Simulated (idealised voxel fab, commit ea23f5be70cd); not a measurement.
This is a process module. Its name is voxel wiring stack.
The width of the displayed cross-section, cut, is 210 nm; its cells are square, with a size of 5 nm.
Bands, listed from the top down, are how a cross-section gets written in this document; the cross-section itself is a grid of square cells, and a band is one or more rows of them. Quick guide to a band line: top height, bottom height (nm) up front; then every material left to right with its width in nm. Only one material and it's marked "throughout"? Then it fills the band edge to edge. And "air" just means empty space. Height datum 0, below which the as-received substrate wafer is one material. Lowest band open at the bottom, running downward: "0 -> down". A width given as "30->40" starts at the first number in the band's top row and ends at the second number in its bottom row, shifting by an equal amount at every step from row to row. Reading "no modifications" for a step: not a cell of the cross-section changed in it. Entry "Sealed internal cavities". Content: empty spaces with no open connection to the top, size 8 cells or greater. Each: width x height at distance. Distance: from left edge. Unit: nm. Text after the settings on a step's line: the simulator's own remark on that step. overlay nm: for a step with a mask, the amount by which the mask lay right of where it was planned; a negative amount means left of it.

[The planned process steps are enumerated hereunder]
1) RECEIVE (material Si)
2) CONFORMAL_DEP (material SiO2; thk nm 10)
3) CONFORMAL_DEP (material SiN; thk nm 5)
4) DIRECTIONAL_DEP (material SiO2; thk nm 25)
5) DIRECTIONAL_DEP (material aC; thk nm 10)
6) PATTERN (tone open; mask id METAL_1; material resist; width nm 25; pitch nm 50; thk nm 30; overlay nm 0)
7) DIRECTIONAL_ETCH (etch materials aC; depth nm 10)
8) STRIP (etch materials resist)
9) DIRECTIONAL_ETCH (etch materials SiO2; depth nm 25)
10) DIRECTIONAL_ETCH (etch materials SiN; depth nm 5)
11) STRIP (etch materials aC)
12) CONFORMAL_DEP (material TiN; thk nm 5)
13) FILL_DEP (material Cu; thk nm 5)
14) CMP (height nm 40)
15) CONFORMAL_DEP (material SiCN; thk nm 5)
16) DIRECTIONAL_DEP (material SiO2; thk nm 25)
17) MASKED_ETCH (tone open; mask id METAL_2_HOLES; width nm 15; pitch nm 50; etch materials SiO2; depth nm 25; overlay nm 0)
18) MASKED_ETCH (tone open; mask id METAL_2; width nm 25; pitch nm 50; etch materials SiO2; depth nm 15; overlay nm 0)
19) MASKED_ETCH (tone open; mask id METAL_2; width nm 25; pitch nm 50; etch materials SiCN; depth nm 5; overlay nm 0)
20) CONFORMAL_DEP (material TiN; thk nm 5)
21) FILL_DEP (material Cu; thk nm 10)
22) CMP (height nm 70)
23) CONFORMAL_DEP (material SiCN; thk nm 5)
24) DIRECTIONAL_DEP (material lowk; thk nm 35)
25) PATTERN (tone open; mask id METAL_3; material resist; width nm 25; pitch nm 50; thk nm 15; overlay nm 0)
26) DIRECTIONAL_ETCH (etch materials lowk; depth nm 20)
27) STRIP (etch materials resist)
28) DIRECTIONAL_DEP (material aC; thk nm 15)
29) PATTERN (tone open; mask id METAL_3_HOLES; material resist; width nm 15; pitch nm 50; thk nm 35; overlay nm 0)
30) DIRECTIONAL_ETCH (etch materials aC; depth nm 15)
31) STRIP (etch materials resist)
32) DIRECTIONAL_ETCH (etch materials lowk; depth nm 15)
33) DIRECTIONAL_ETCH (etch materials SiCN; depth nm 5)
34) STRIP (etch materials aC)
35) CONFORMAL_DEP (material TiN; thk nm 5)
36) FILL_DEP (material Cu; thk nm 5)
37) CMP (height nm 110)
38) CONFORMAL_DEP (material SiN; thk nm 5)

[The following pertains to the first of two wafers, which was processed as planned]

[Wafer cross-section on receipt, i.e. after step 1]
0 -> down = Si throughout
Sealed internal cavities: none

[Cross-section: wafer state after step 2]
10 -> 0 = SiO2 throughout
below 0: unchanged

[Cross-section: wafer state after step 3]
15 -> 10 = SiN throughout
below 10: unchanged

[Cross-section: wafer state after step 4]
40 -> 15 = SiO2 throughout
below 15: unchanged

[Cross-section: wafer state after step 5]
50 -> 40 = aC throughout
below 40: unchanged

[Cross-section: wafer state after step 6]
80 -> 50 = resist: 15; air: 25; resist: 25; air: 25; resist: 25; air: 25; resist: 25; air: 25; resist: 20
below 50: unchanged

[Cross-section: wafer state after step 7]
70 -> 50 = resist: 15; air: 25; resist: 25; air: 25; resist: 25; air: 25; resist: 25; air: 25; resist: 20
50 -> 40 = aC: 15; air: 25; aC: 25; air: 25; aC: 25; air: 25; aC: 25; air: 25; aC: 20
below 40: unchanged

[Cross-section: wafer state after step 8]
50 -> 40 = aC: 15; air: 25; aC: 25; air: 25; aC: 25; air: 25; aC: 25; air: 25; aC: 20
below 40: unchanged

[Cross-section: wafer state after step 9]
50 -> 40 = aC: 15; air: 25; aC: 25; air: 25; aC: 25; air: 25; aC: 25; air: 25; aC: 20
40 -> 15 = SiO2: 15; air: 25; SiO2: 25; air: 25; SiO2: 25; air: 25; SiO2: 25; air: 25; SiO2: 20
below 15: unchanged

[Cross-section: wafer state after step 10]
50 -> 40 = aC: 15; air: 25; aC: 25; air: 25; aC: 25; air: 25; aC: 25; air: 25; aC: 20
40 -> 15 = SiO2: 15; air: 25; SiO2: 25; air: 25; SiO2: 25; air: 25; SiO2: 25; air: 25; SiO2: 20
15 -> 10 = SiN: 15; air: 25; SiN: 25; air: 25; SiN: 25; air: 25; SiN: 25; air: 25; SiN: 20
below 10: unchanged

[Cross-section: wafer state after step 11]
40 -> 15 = SiO2: 15; air: 25; SiO2: 25; air: 25; SiO2: 25; air: 25; SiO2: 25; air: 25; SiO2: 20
below 15: unchanged

[Cross-section: wafer state after step 12]
45 -> 40 = TiN: 20; air: 15; TiN: 35; air: 15; TiN: 35; air: 15; TiN: 35; air: 15; TiN: 25
40 -> 15 = SiO2: 15; TiN: 5; air: 15; TiN: 5; SiO2: 25; TiN: 5; air: 15; TiN: 5; SiO2: 25; TiN: 5; air: 15; TiN: 5; SiO2: 25; TiN: 5; air: 15; TiN: 5; SiO2: 20
15 -> 10 = SiN: 15; TiN: 25; SiN: 25; TiN: 25; SiN: 25; TiN: 25; SiN: 25; TiN: 25; SiN: 20
below 10: unchanged

[Cross-section: wafer state after step 13]
50 -> 45 = Cu throughout
45 -> 40 = TiN: 20; Cu: 15; TiN: 35; Cu: 15; TiN: 35; Cu: 15; TiN: 35; Cu: 15; TiN: 25
40 -> 15 = SiO2: 15; TiN: 5; Cu: 15; TiN: 5; SiO2: 25; TiN: 5; Cu: 15; TiN: 5; SiO2: 25; TiN: 5; Cu: 15; TiN: 5; SiO2: 25; TiN: 5; Cu: 15; TiN: 5; SiO2: 20
below 15: unchanged

[Cross-section: wafer state after step 14]
40 -> 15 = SiO2: 15; TiN: 5; Cu: 15; TiN: 5; SiO2: 25; TiN: 5; Cu: 15; TiN: 5; SiO2: 25; TiN: 5; Cu: 15; TiN: 5; SiO2: 25; TiN: 5; Cu: 15; TiN: 5; SiO2: 20
below 15: unchanged

[Cross-section: wafer state after step 15]
45 -> 40 = SiCN throughout
below 40: unchanged

[Cross-section: wafer state after step 16]
70 -> 45 = SiO2 throughout
below 45: unchanged

[Cross-section: wafer state after step 17]
70 -> 45 = SiO2: 15; air: 15; SiO2: 35; air: 15; SiO2: 35; air: 15; SiO2: 35; air: 15; SiO2: 30
below 45: unchanged

[Cross-section: wafer state after step 18]
70 -> 55 = SiO2: 15; air: 25; SiO2: 25; air: 25; SiO2: 25; air: 25; SiO2: 25; air: 25; SiO2: 20
below 55: unchanged

[Cross-section: wafer state after step 19]
70 -> 55 = SiO2: 15; air: 25; SiO2: 25; air: 25; SiO2: 25; air: 25; SiO2: 25; air: 25; SiO2: 20
55 -> 45 = SiO2: 15; air: 15; SiO2: 35; air: 15; SiO2: 35; air: 15; SiO2: 35; air: 15; SiO2: 30
45 -> 40 = SiCN: 15; air: 15; SiCN: 35; air: 15; SiCN: 35; air: 15; SiCN: 35; air: 15; SiCN: 30
below 40: unchanged

[Cross-section: wafer state after step 20]
75 -> 70 = TiN: 20; air: 15; TiN: 35; air: 15; TiN: 35; air: 15; TiN: 35; air: 15; TiN: 25
70 -> 60 = SiO2: 15; TiN: 5; air: 15; TiN: 5; SiO2: 25; TiN: 5; air: 15; TiN: 5; SiO2: 25; TiN: 5; air: 15; TiN: 5; SiO2: 25; TiN: 5; air: 15; TiN: 5; SiO2: 20
60 -> 55 = SiO2: 15; TiN: 5; air: 5; TiN: 15; SiO2: 25; TiN: 5; air: 5; TiN: 15; SiO2: 25; TiN: 5; air: 5; TiN: 15; SiO2: 25; TiN: 5; air: 5; TiN: 15; SiO2: 20
55 -> 45 = SiO2: 15; TiN: 5; air: 5; TiN: 5; SiO2: 35; TiN: 5; air: 5; TiN: 5; SiO2: 35; TiN: 5; air: 5; TiN: 5; SiO2: 35; TiN: 5; air: 5; TiN: 5; SiO2: 30
45 -> 40 = SiCN: 15; TiN: 15; SiCN: 35; TiN: 15; SiCN: 35; TiN: 15; SiCN: 35; TiN: 15; SiCN: 30
below 40: unchanged

[Cross-section: wafer state after step 21]
85 -> 75 = Cu throughout
75 -> 70 = TiN: 20; Cu: 15; TiN: 35; Cu: 15; TiN: 35; Cu: 15; TiN: 35; Cu: 15; TiN: 25
70 -> 60 = SiO2: 15; TiN: 5; Cu: 15; TiN: 5; SiO2: 25; TiN: 5; Cu: 15; TiN: 5; SiO2: 25; TiN: 5; Cu: 15; TiN: 5; SiO2: 25; TiN: 5; Cu: 15; TiN: 5; SiO2: 20
60 -> 55 = SiO2: 15; TiN: 5; Cu: 5; TiN: 15; SiO2: 25; TiN: 5; Cu: 5; TiN: 15; SiO2: 25; TiN: 5; Cu: 5; TiN: 15; SiO2: 25; TiN: 5; Cu: 5; TiN: 15; SiO2: 20
55 -> 45 = SiO2: 15; TiN: 5; Cu: 5; TiN: 5; SiO2: 35; TiN: 5; Cu: 5; TiN: 5; SiO2: 35; TiN: 5; Cu: 5; TiN: 5; SiO2: 35; TiN: 5; Cu: 5; TiN: 5; SiO2: 30
below 45: unchanged

[Cross-section: wafer state after step 22]
70 -> 60 = SiO2: 15; TiN: 5; Cu: 15; TiN: 5; SiO2: 25; TiN: 5; Cu: 15; TiN: 5; SiO2: 25; TiN: 5; Cu: 15; TiN: 5; SiO2: 25; TiN: 5; Cu: 15; TiN: 5; SiO2: 20
below 60: unchanged

[Cross-section: wafer state after step 23]
75 -> 70 = SiCN throughout
below 70: unchanged

[Cross-section: wafer state after step 24]
110 -> 75 = lowk throughout
below 75: unchanged

[Cross-section: wafer state after step 25]
125 -> 110 = resist: 15; air: 25; resist: 25; air: 25; resist: 25; air: 25; resist: 25; air: 25; resist: 20
below 110: unchanged

[Cross-section: wafer state after step 26]
125 -> 110 = resist: 15; air: 25; resist: 25; air: 25; resist: 25; air: 25; resist: 25; air: 25; resist: 20
110 -> 90 = lowk: 15; air: 25; lowk: 25; air: 25; lowk: 25; air: 25; lowk: 25; air: 25; lowk: 20
below 90: unchanged

[Cross-section: wafer state after step 27]
110 -> 90 = lowk: 15; air: 25; lowk: 25; air: 25; lowk: 25; air: 25; lowk: 25; air: 25; lowk: 20
below 90: unchanged

[Cross-section: wafer state after step 28]
125 -> 110 = aC: 15; air: 25; aC: 25; air: 25; aC: 25; air: 25; aC: 25; air: 25; aC: 20
110 -> 105 = lowk: 15; air: 25; lowk: 25; air: 25; lowk: 25; air: 25; lowk: 25; air: 25; lowk: 20
105 -> 90 = lowk: 15; aC: 25; lowk: 25; aC: 25; lowk: 25; aC: 25; lowk: 25; aC: 25; lowk: 20
below 90: unchanged

[Cross-section: wafer state after step 29]
160 -> 125 = resist: 15; air: 15; resist: 35; air: 15; resist: 35; air: 15; resist: 35; air: 15; resist: 30
125 -> 110 = aC: 15; air: 15; resist: 10; aC: 25; air: 15; resist: 10; aC: 25; air: 15; resist: 10; aC: 25; air: 15; resist: 10; aC: 20
110 -> 105 = lowk: 15; air: 15; resist: 10; lowk: 25; air: 15; resist: 10; lowk: 25; air: 15; resist: 10; lowk: 25; air: 15; resist: 10; lowk: 20
below 105: unchanged

[Cross-section: wafer state after step 30]
145 -> 125 = resist: 15; air: 15; resist: 35; air: 15; resist: 35; air: 15; resist: 35; air: 15; resist: 30
125 -> 110 = aC: 15; air: 15; resist: 10; aC: 25; air: 15; resist: 10; aC: 25; air: 15; resist: 10; aC: 25; air: 15; resist: 10; aC: 20
110 -> 105 = lowk: 15; air: 15; resist: 10; lowk: 25; air: 15; resist: 10; lowk: 25; air: 15; resist: 10; lowk: 25; air: 15; resist: 10; lowk: 20
105 -> 90 = lowk: 15; air: 15; aC: 10; lowk: 25; air: 15; aC: 10; lowk: 25; air: 15; aC: 10; lowk: 25; air: 15; aC: 10; lowk: 20
below 90: unchanged

[Cross-section: wafer state after step 31]
125 -> 110 = aC: 15; air: 25; aC: 25; air: 25; aC: 25; air: 25; aC: 25; air: 25; aC: 20
110 -> 105 = lowk: 15; air: 25; lowk: 25; air: 25; lowk: 25; air: 25; lowk: 25; air: 25; lowk: 20
below 105: unchanged

[Cross-section: wafer state after step 32]
125 -> 110 = aC: 15; air: 25; aC: 25; air: 25; aC: 25; air: 25; aC: 25; air: 25; aC: 20
110 -> 105 = lowk: 15; air: 25; lowk: 25; air: 25; lowk: 25; air: 25; lowk: 25; air: 25; lowk: 20
105 -> 90 = lowk: 15; air: 15; aC: 10; lowk: 25; air: 15; aC: 10; lowk: 25; air: 15; aC: 10; lowk: 25; air: 15; aC: 10; lowk: 20
90 -> 75 = lowk: 15; air: 15; lowk: 35; air: 15; lowk: 35; air: 15; lowk: 35; air: 15; lowk: 30
below 75: unchanged

[Cross-section: wafer state after step 33]
125 -> 110 = aC: 15; air: 25; aC: 25; air: 25; aC: 25; air: 25; aC: 25; air: 25; aC: 20
110 -> 105 = lowk: 15; air: 25; lowk: 25; air: 25; lowk: 25; air: 25; lowk: 25; air: 25; lowk: 20
105 -> 90 = lowk: 15; air: 15; aC: 10; lowk: 25; air: 15; aC: 10; lowk: 25; air: 15; aC: 10; lowk: 25; air: 15; aC: 10; lowk: 20
90 -> 75 = lowk: 15; air: 15; lowk: 35; air: 15; lowk: 35; air: 15; lowk: 35; air: 15; lowk: 30
75 -> 70 = SiCN: 15; air: 15; SiCN: 35; air: 15; SiCN: 35; air: 15; SiCN: 35; air: 15; SiCN: 30
below 70: unchanged

[Cross-section: wafer state after step 34]
110 -> 90 = lowk: 15; air: 25; lowk: 25; air: 25; lowk: 25; air: 25; lowk: 25; air: 25; lowk: 20
below 90: unchanged

[Cross-section: wafer state after step 35]
115 -> 110 = TiN: 20; air: 15; TiN: 35; air: 15; TiN: 35; air: 15; TiN: 35; air: 15; TiN: 25
110 -> 95 = lowk: 15; TiN: 5; air: 15; TiN: 5; lowk: 25; TiN: 5; air: 15; TiN: 5; lowk: 25; TiN: 5; air: 15; TiN: 5; lowk: 25; TiN: 5; air: 15; TiN: 5; lowk: 20
95 -> 90 = lowk: 15; TiN: 5; air: 5; TiN: 15; lowk: 25; TiN: 5; air: 5; TiN: 15; lowk: 25; TiN: 5; air: 5; TiN: 15; lowk: 25; TiN: 5; air: 5; TiN: 15; lowk: 20
90 -> 75 = lowk: 15; TiN: 5; air: 5; TiN: 5; lowk: 35; TiN: 5; air: 5; TiN: 5; lowk: 35; TiN: 5; air: 5; TiN: 5; lowk: 35; TiN: 5; air: 5; TiN: 5; lowk: 30
75 -> 70 = SiCN: 15; TiN: 15; SiCN: 35; TiN: 15; SiCN: 35; TiN: 15; SiCN: 35; TiN: 15; SiCN: 30
below 70: unchanged

[Cross-section: wafer state after step 36]
120 -> 115 = Cu throughout
115 -> 110 = TiN: 20; Cu: 15; TiN: 35; Cu: 15; TiN: 35; Cu: 15; TiN: 35; Cu: 15; TiN: 25
110 -> 95 = lowk: 15; TiN: 5; Cu: 15; TiN: 5; lowk: 25; TiN: 5; Cu: 15; TiN: 5; lowk: 25; TiN: 5; Cu: 15; TiN: 5; lowk: 25; TiN: 5; Cu: 15; TiN: 5; lowk: 20
95 -> 90 = lowk: 15; TiN: 5; Cu: 5; TiN: 15; lowk: 25; TiN: 5; Cu: 5; TiN: 15; lowk: 25; TiN: 5; Cu: 5; TiN: 15; lowk: 25; TiN: 5; Cu: 5; TiN: 15; lowk: 20
90 -> 75 = lowk: 15; TiN: 5; Cu: 5; TiN: 5; lowk: 35; TiN: 5; Cu: 5; TiN: 5; lowk: 35; TiN: 5; Cu: 5; TiN: 5; lowk: 35; TiN: 5; Cu: 5; TiN: 5; lowk: 30
below 75: unchanged

[Cross-section: wafer state after step 37]
110 -> 95 = lowk: 15; TiN: 5; Cu: 15; TiN: 5; lowk: 25; TiN: 5; Cu: 15; TiN: 5; lowk: 25; TiN: 5; Cu: 15; TiN: 5; lowk: 25; TiN: 5; Cu: 15; TiN: 5; lowk: 20
below 95: unchanged

[Cross-section: wafer state after step 38]
115 -> 110 = SiN throughout
below 110: unchanged

[Notes, second wafer: start = first wafer's, plan = first wafer's, execution had one mistake; history identical to first through step 14]

[Cross-sectional representation of the second wafer at the time designated in the plan for the completion of step 15]
55 -> 40 = SiCN throughout
below 40: unchanged

[Cross-sectional representation of the second wafer at the time designated in the plan for the completion of step 16]
80 -> 55 = SiO2 throughout
below 55: unchanged

[Cross-sectional representation of the second wafer at the time designated in the plan for the completion of step 17]
80 -> 55 = SiO2: 15; air: 15; SiO2: 35; air: 15; SiO2: 35; air: 15; SiO2: 35; air: 15; SiO2: 30
below 55: unchanged

[Cross-sectional representation of the second wafer at the time designated in the plan for the completion of step 18]
80 -> 65 = SiO2: 15; air: 25; SiO2: 25; air: 25; SiO2: 25; air: 25; SiO2: 25; air: 25; SiO2: 20
below 65: unchanged

[Cross-sectional representation of the second wafer at the time designated in the plan for the completion of step 19]
80 -> 65 = SiO2: 15; air: 25; SiO2: 25; air: 25; SiO2: 25; air: 25; SiO2: 25; air: 25; SiO2: 20
65 -> 55 = SiO2: 15; air: 15; SiO2: 35; air: 15; SiO2: 35; air: 15; SiO2: 35; air: 15; SiO2: 30
55 -> 50 = SiCN: 15; air: 15; SiCN: 35; air: 15; SiCN: 35; air: 15; SiCN: 35; air: 15; SiCN: 30
below 50: unchanged

[Cross-sectional representation of the second wafer at the time designated in the plan for the completion of step 20]
85 -> 80 = TiN: 20; air: 15; TiN: 35; air: 15; TiN: 35; air: 15; TiN: 35; air: 15; TiN: 25
80 -> 70 = SiO2: 15; TiN: 5; air: 15; TiN: 5; SiO2: 25; TiN: 5; air: 15; TiN: 5; SiO2: 25; TiN: 5; air: 15; TiN: 5; SiO2: 25; TiN: 5; air: 15; TiN: 5; SiO2: 20
70 -> 65 = SiO2: 15; TiN: 5; air: 5; TiN: 15; SiO2: 25; TiN: 5; air: 5; TiN: 15; SiO2: 25; TiN: 5; air: 5; TiN: 15; SiO2: 25; TiN: 5; air: 5; TiN: 15; SiO2: 20
65 -> 55 = SiO2: 15; TiN: 5; air: 5; TiN: 5; SiO2: 35; TiN: 5; air: 5; TiN: 5; SiO2: 35; TiN: 5; air: 5; TiN: 5; SiO2: 35; TiN: 5; air: 5; TiN: 5; SiO2: 30
55 -> 50 = SiCN: 15; TiN: 15; SiCN: 35; TiN: 15; SiCN: 35; TiN: 15; SiCN: 35; TiN: 15; SiCN: 30
below 50: unchanged

[Cross-sectional representation of the second wafer at the time designated in the plan for the completion of step 21]
95 -> 85 = Cu throughout
85 -> 80 = TiN: 20; Cu: 15; TiN: 35; Cu: 15; TiN: 35; Cu: 15; TiN: 35; Cu: 15; TiN: 25
80 -> 70 = SiO2: 15; TiN: 5; Cu: 15; TiN: 5; SiO2: 25; TiN: 5; Cu: 15; TiN: 5; SiO2: 25; TiN: 5; Cu: 15; TiN: 5; SiO2: 25; TiN: 5; Cu: 15; TiN: 5; SiO2: 20
70 -> 65 = SiO2: 15; TiN: 5; Cu: 5; TiN: 15; SiO2: 25; TiN: 5; Cu: 5; TiN: 15; SiO2: 25; TiN: 5; Cu: 5; TiN: 15; SiO2: 25; TiN: 5; Cu: 5; TiN: 15; SiO2: 20
65 -> 55 = SiO2: 15; TiN: 5; Cu: 5; TiN: 5; SiO2: 35; TiN: 5; Cu: 5; TiN: 5; SiO2: 35; TiN: 5; Cu: 5; TiN: 5; SiO2: 35; TiN: 5; Cu: 5; TiN: 5; SiO2: 30
below 55: unchanged

[Cross-sectional representation of the second wafer at the time designated in the plan for the completion of step 22]
70 -> 65 = SiO2: 15; TiN: 5; Cu: 5; TiN: 15; SiO2: 25; TiN: 5; Cu: 5; TiN: 15; SiO2: 25; TiN: 5; Cu: 5; TiN: 15; SiO2: 25; TiN: 5; Cu: 5; TiN: 15; SiO2: 20
below 65: unchanged

[Cross-sectional representation of the second wafer at the time designated in the plan for the completion of step 23]
75 -> 70 = SiCN throughout
below 70: unchanged

[Cross-sectional representation of the second wafer at the time designated in the plan for the completion of step 24]
110 -> 75 = lowk throughout
below 75: unchanged

[Cross-sectional representation of the second wafer at the time designated in the plan for the completion of step 25]
125 -> 110 = resist: 15; air: 25; resist: 25; air: 25; resist: 25; air: 25; resist: 25; air: 25; resist: 20
below 110: unchanged

[Cross-sectional representation of the second wafer at the time designated in the plan for the completion of step 26]
125 -> 110 = resist: 15; air: 25; resist: 25; air: 25; resist: 25; air: 25; resist: 25; air: 25; resist: 20
110 -> 90 = lowk: 15; air: 25; lowk: 25; air: 25; lowk: 25; air: 25; lowk: 25; air: 25; lowk: 20
below 90: unchanged

[Cross-sectional representation of the second wafer at the time designated in the plan for the completion of step 27]
110 -> 90 = lowk: 15; air: 25; lowk: 25; air: 25; lowk: 25; air: 25; lowk: 25; air: 25; lowk: 20
below 90: unchanged

[Cross-sectional representation of the second wafer at the time designated in the plan for the completion of step 28]
125 -> 110 = aC: 15; air: 25; aC: 25; air: 25; aC: 25; air: 25; aC: 25; air: 25; aC: 20
110 -> 105 = lowk: 15; air: 25; lowk: 25; air: 25; lowk: 25; air: 25; lowk: 25; air: 25; lowk: 20
105 -> 90 = lowk: 15; aC: 25; lowk: 25; aC: 25; lowk: 25; aC: 25; lowk: 25; aC: 25; lowk: 20
below 90: unchanged

[Cross-sectional representation of the second wafer at the time designated in the plan for the completion of step 29]
160 -> 125 = resist: 15; air: 15; resist: 35; air: 15; resist: 35; air: 15; resist: 35; air: 15; resist: 30
125 -> 110 = aC: 15; air: 15; resist: 10; aC: 25; air: 15; resist: 10; aC: 25; air: 15; resist: 10; aC: 25; air: 15; resist: 10; aC: 20
110 -> 105 = lowk: 15; air: 15; resist: 10; lowk: 25; air: 15; resist: 10; lowk: 25; air: 15; resist: 10; lowk: 25; air: 15; resist: 10; lowk: 20
below 105: unchanged

[Cross-sectional representation of the second wafer at the time designated in the plan for the completion of step 30]
145 -> 125 = resist: 15; air: 15; resist: 35; air: 15; resist: 35; air: 15; resist: 35; air: 15; resist: 30
125 -> 110 = aC: 15; air: 15; resist: 10; aC: 25; air: 15; resist: 10; aC: 25; air: 15; resist: 10; aC: 25; air: 15; resist: 10; aC: 20
110 -> 105 = lowk: 15; air: 15; resist: 10; lowk: 25; air: 15; resist: 10; lowk: 25; air: 15; resist: 10; lowk: 25; air: 15; resist: 10; lowk: 20
105 -> 90 = lowk: 15; air: 15; aC: 10; lowk: 25; air: 15; aC: 10; lowk: 25; air: 15; aC: 10; lowk: 25; air: 15; aC: 10; lowk: 20
below 90: unchanged

[Cross-sectional representation of the second wafer at the time designated in the plan for the completion of step 31]
125 -> 110 = aC: 15; air: 25; aC: 25; air: 25; aC: 25; air: 25; aC: 25; air: 25; aC: 20
110 -> 105 = lowk: 15; air: 25; lowk: 25; air: 25; lowk: 25; air: 25; lowk: 25; air: 25; lowk: 20
below 105: unchanged

[Cross-sectional representation of the second wafer at the time designated in the plan for the completion of step 32]
125 -> 110 = aC: 15; air: 25; aC: 25; air: 25; aC: 25; air: 25; aC: 25; air: 25; aC: 20
110 -> 105 = lowk: 15; air: 25; lowk: 25; air: 25; lowk: 25; air: 25; lowk: 25; air: 25; lowk: 20
105 -> 90 = lowk: 15; air: 15; aC: 10; lowk: 25; air: 15; aC: 10; lowk: 25; air: 15; aC: 10; lowk: 25; air: 15; aC: 10; lowk: 20
90 -> 75 = lowk: 15; air: 15; lowk: 35; air: 15; lowk: 35; air: 15; lowk: 35; air: 15; lowk: 30
below 75: unchanged

[Cross-sectional representation of the second wafer at the time designated in the plan for the completion of step 33]
125 -> 110 = aC: 15; air: 25; aC: 25; air: 25; aC: 25; air: 25; aC: 25; air: 25; aC: 20
110 -> 105 = lowk: 15; air: 25; lowk: 25; air: 25; lowk: 25; air: 25; lowk: 25; air: 25; lowk: 20
105 -> 90 = lowk: 15; air: 15; aC: 10; lowk: 25; air: 15; aC: 10; lowk: 25; air: 15; aC: 10; lowk: 25; air: 15; aC: 10; lowk: 20
90 -> 75 = lowk: 15; air: 15; lowk: 35; air: 15; lowk: 35; air: 15; lowk: 35; air: 15; lowk: 30
75 -> 70 = SiCN: 15; air: 15; SiCN: 35; air: 15; SiCN: 35; air: 15; SiCN: 35; air: 15; SiCN: 30
below 70: unchanged

[Cross-sectional representation of the second wafer at the time designated in the plan for the completion of step 34]
110 -> 90 = lowk: 15; air: 25; lowk: 25; air: 25; lowk: 25; air: 25; lowk: 25; air: 25; lowk: 20
below 90: unchanged

[Cross-sectional representation of the second wafer at the time designated in the plan for the completion of step 35]
115 -> 110 = TiN: 20; air: 15; TiN: 35; air: 15; TiN: 35; air: 15; TiN: 35; air: 15; TiN: 25
110 -> 95 = lowk: 15; TiN: 5; air: 15; TiN: 5; lowk: 25; TiN: 5; air: 15; TiN: 5; lowk: 25; TiN: 5; air: 15; TiN: 5; lowk: 25; TiN: 5; air: 15; TiN: 5; lowk: 20
95 -> 90 = lowk: 15; TiN: 5; air: 5; TiN: 15; lowk: 25; TiN: 5; air: 5; TiN: 15; lowk: 25; TiN: 5; air: 5; TiN: 15; lowk: 25; TiN: 5; air: 5; TiN: 15; lowk: 20
90 -> 75 = lowk: 15; TiN: 5; air: 5; TiN: 5; lowk: 35; TiN: 5; air: 5; TiN: 5; lowk: 35; TiN: 5; air: 5; TiN: 5; lowk: 35; TiN: 5; air: 5; TiN: 5; lowk: 30
75 -> 70 = SiCN: 15; TiN: 15; SiCN: 35; TiN: 15; SiCN: 35; TiN: 15; SiCN: 35; TiN: 15; SiCN: 30
below 70: unchanged

[Cross-sectional representation of the second wafer at the time designated in the plan for the completion of step 36]
120 -> 115 = Cu throughout
115 -> 110 = TiN: 20; Cu: 15; TiN: 35; Cu: 15; TiN: 35; Cu: 15; TiN: 35; Cu: 15; TiN: 25
110 -> 95 = lowk: 15; TiN: 5; Cu: 15; TiN: 5; lowk: 25; TiN: 5; Cu: 15; TiN: 5; lowk: 25; TiN: 5; Cu: 15; TiN: 5; lowk: 25; TiN: 5; Cu: 15; TiN: 5; lowk: 20
95 -> 90 = lowk: 15; TiN: 5; Cu: 5; TiN: 15; lowk: 25; TiN: 5; Cu: 5; TiN: 15; lowk: 25; TiN: 5; Cu: 5; TiN: 15; lowk: 25; TiN: 5; Cu: 5; TiN: 15; lowk: 20
90 -> 75 = lowk: 15; TiN: 5; Cu: 5; TiN: 5; lowk: 35; TiN: 5; Cu: 5; TiN: 5; lowk: 35; TiN: 5; Cu: 5; TiN: 5; lowk: 35; TiN: 5; Cu: 5; TiN: 5; lowk: 30
below 75: unchanged

[Cross-sectional representation of the second wafer at the time designated in the plan for the completion of step 37]
110 -> 95 = lowk: 15; TiN: 5; Cu: 15; TiN: 5; lowk: 25; TiN: 5; Cu: 15; TiN: 5; lowk: 25; TiN: 5; Cu: 15; TiN: 5; lowk: 25; TiN: 5; Cu: 15; TiN: 5; lowk: 20
below 95: unchanged

[Cross-sectional representation of the second wafer at the time designated in the plan for the completion of step 38]
115 -> 110 = SiN throughout
below 110: unchanged
Nonconformance to the process plan: so step 15 ended up running with a different setting than we planned, it ran as CONFORMAL_DEP (material SiCN; thk nm 15)
Looking at both finished wafers in cells, the second ends up ahead of or behind the first on some materials: Cu: 24 fewer | SiCN: 84 more | SiO2: 44 fewer | TiN: 16 fewer
